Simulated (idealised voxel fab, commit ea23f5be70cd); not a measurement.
process module | voxel transistor to metal
cross-section cut | 185 nm wide | cells 5 nm
A cross-section is a grid of square cells, given in bands from the top down. A band is one or more rows of cells.
Each band's line starts with the height of the band's top and of its bottom, in nm. Then come its materials from left to right, each with its width in nm. One material with "throughout" fills the band from edge to edge. "air" is empty space.
Height 0 is the level under which the wafer as received is all one material. The lowest band goes on downwards, as in "0 down".
A width such as "30 to 40" changes by the same amount from each row of cells to the next, from the band's top row to its bottom row.
"no change" after a step means that no cell of the cross-section changed.
closed voids: empty space of 8 cells or more with no open way to the top, each as width x height at its distance from the left edge, in nm
after a step's settings: what the simulator itself notes on the step
overlay nm, on a step with a mask: how far to the right of its planned place the mask lay; to the left if negative
plan
1 op RECEIVE | material Si
2 op OXIDIZE | depth nm 5
3 op CONFORMAL_DEP | material SiN | thk nm 15
4 op PATTERN | tone cover | mask id ACTIVE | material resist | width nm 115 | thk nm 15 | overlay nm 0
5 op DIRECTIONAL_ETCH | etch materials SiN | depth nm 15
6 op DIRECTIONAL_ETCH | etch materials SiO2 | depth nm 5
7 op DIRECTIONAL_ETCH | etch materials Si | depth nm 30
8 op STRIP | etch materials resist
9 op OXIDIZE | depth nm 5
10 op FILL_DEP | material SiO2 | thk nm 10
11 op CMP | height nm 15
12 op SELECTIVE_ETCH | etch materials SiO2 | depth nm 10
13 op STRIP | etch materials SiN
14 op SELECTIVE_ETCH | etch materials SiO2 | depth nm 5
15 op OXIDIZE | depth nm 5
16 op DIRECTIONAL_DEP | material polySi | thk nm 30
17 op DIRECTIONAL_DEP | material SiCN | thk nm 15
18 op PATTERN | tone cover | mask id GATE | material resist | width nm 35 | thk nm 20 | overlay nm 0
19 op DIRECTIONAL_ETCH | etch materials SiCN | depth nm 25
20 op DIRECTIONAL_ETCH | etch materials polySi | depth nm 40
21 op STRIP | etch materials resist
22 op CONFORMAL_DEP | material SiN | thk nm 5
23 op DIRECTIONAL_ETCH | etch materials SiN | depth nm 5
24 op DIRECTIONAL_ETCH | etch materials SiO2 | depth nm 5
25 op DIRECTIONAL_ETCH | etch materials Si | depth nm 10
26 op EPI | material pSi | thk nm 15
27 op FILL_DEP | material SiO2 | thk nm 5
28 op CMP | height nm 25
29 op STRIP | etch materials polySi
30 op SELECTIVE_ETCH | etch materials SiO2 | depth nm 5
31 op CONFORMAL_DEP | material HfO2 | thk nm 5
32 op CONFORMAL_DEP | material TiN | thk nm 5
33 op FILL_DEP | material W | thk nm 10
34 op CMP | height nm 20
35 op DIRECTIONAL_DEP | material SiO2 | thk nm 10
36 op PATTERN | tone open | mask id CONTACT | material resist | width nm 15 | pitch nm 90 | thk nm 15 | overlay nm 0
37 op DIRECTIONAL_ETCH | etch materials SiO2 | depth nm 35
38 op STRIP | etch materials resist
39 op CONFORMAL_DEP | material TiN | thk nm 5
40 op FILL_DEP | material W | thk nm 10
41 op CMP | height nm 30
42 op CONFORMAL_DEP | material SiCN | thk nm 5
43 op DIRECTIONAL_DEP | material lowk | thk nm 25
44 op PATTERN | tone open | mask id METAL_1 | material resist | width nm 15 | pitch nm 90 | thk nm 15 | overlay nm 0
45 op DIRECTIONAL_ETCH | etch materials lowk | depth nm 25
46 op DIRECTIONAL_ETCH | etch materials SiCN | depth nm 5
47 op STRIP | etch materials resist
48 op CONFORMAL_DEP | material TiN | thk nm 5
49 op FILL_DEP | material Cu | thk nm 10
50 op CMP | height nm 60
51 op EPI | material Ru | thk nm 5
52 op FILL_DEP | material SiCN | thk nm 5
53 op DIRECTIONAL_DEP | material lowk | thk nm 30
54 op MASKED_ETCH | tone open | mask id METAL_2 | width nm 15 | pitch nm 90 | etch materials lowk | depth nm 20 | overlay nm 0
55 op PATTERN | tone open | mask id METAL_2_HOLES | material resist | width nm 15 | pitch nm 90 | thk nm 20 | overlay nm 0
56 op DIRECTIONAL_ETCH | etch materials lowk | depth nm 10
57 op DIRECTIONAL_ETCH | etch materials SiCN | depth nm 5
58 op STRIP | etch materials resist
59 op CONFORMAL_DEP | material TiN | thk nm 5
60 op FILL_DEP | material Cu | thk nm 5
61 op CMP | height nm 100
62 op CONFORMAL_DEP | material SiCN | thk nm 5
as received, after step 1
  0 down: Si throughout
  closed voids: none
a wafer at the end: this start, this plan, one mistake
  105 to 100: SiCN throughout
  100 to 70: lowk 40 | TiN 5 | Cu 5 | TiN 5 | lowk 75 | TiN 5 | Cu 5 | TiN 5 | lowk 40
  70 to 65: SiCN 40 | TiN 15 | SiCN 75 | TiN 15 | SiCN 40
  65 to 60: SiCN 35 | Ru 30 | SiCN 60 | Ru 30 | SiCN 30
  60 to 35: lowk 40 | TiN 5 | Cu 10 | TiN 5 | lowk 70 | TiN 5 | Cu 10 | TiN 5 | lowk 35
  35 to 30: SiCN 40 | TiN 20 | SiCN 70 | TiN 20 | SiCN 35
  30 to 20: SiO2 40 | TiN 5 | W 5 | TiN 5 | SiO2 75 | TiN 5 | W 5 | TiN 5 | SiO2 40
  20 to 5: SiO2 40 | TiN 5 | W 5 | TiN 5 | SiO2 15 | SiN 5 | HfO2 5 | TiN 5 | W 15 | TiN 5 | HfO2 5 | SiN 5 | SiO2 15 | TiN 5 | W 5 | TiN 5 | SiO2 40
  5 to 0: SiO2 40 | TiN 5 | W 5 | TiN 5 | pSi 15 | SiN 5 | HfO2 5 | TiN 5 | W 15 | TiN 5 | HfO2 5 | SiN 5 | pSi 15 | TiN 5 | W 5 | TiN 5 | SiO2 40
  0 to -5: SiO2 30 | SiN 5 | SiO2 5 | TiN 15 | pSi 15 | SiN 5 | HfO2 5 | TiN 25 | HfO2 5 | SiN 5 | pSi 15 | TiN 15 | SiO2 5 | SiN 5 | SiO2 30
  -5 to -10: SiO2 35 | pSi 35 | HfO2 45 | pSi 35 | SiO2 35
  -10 to -20: SiO2 40 | pSi 30 | Si 45 | pSi 30 | SiO2 40
  -20 to -40: SiO2 40 | Si 105 | SiO2 40
  -40 down: Si throughout
  closed voids: none
what went wrong: step 44 ran as: op PATTERN | tone open | mask id METAL_1 | material resist | width nm 20 | pitch nm 90 | thk nm 15 | overlay nm 0
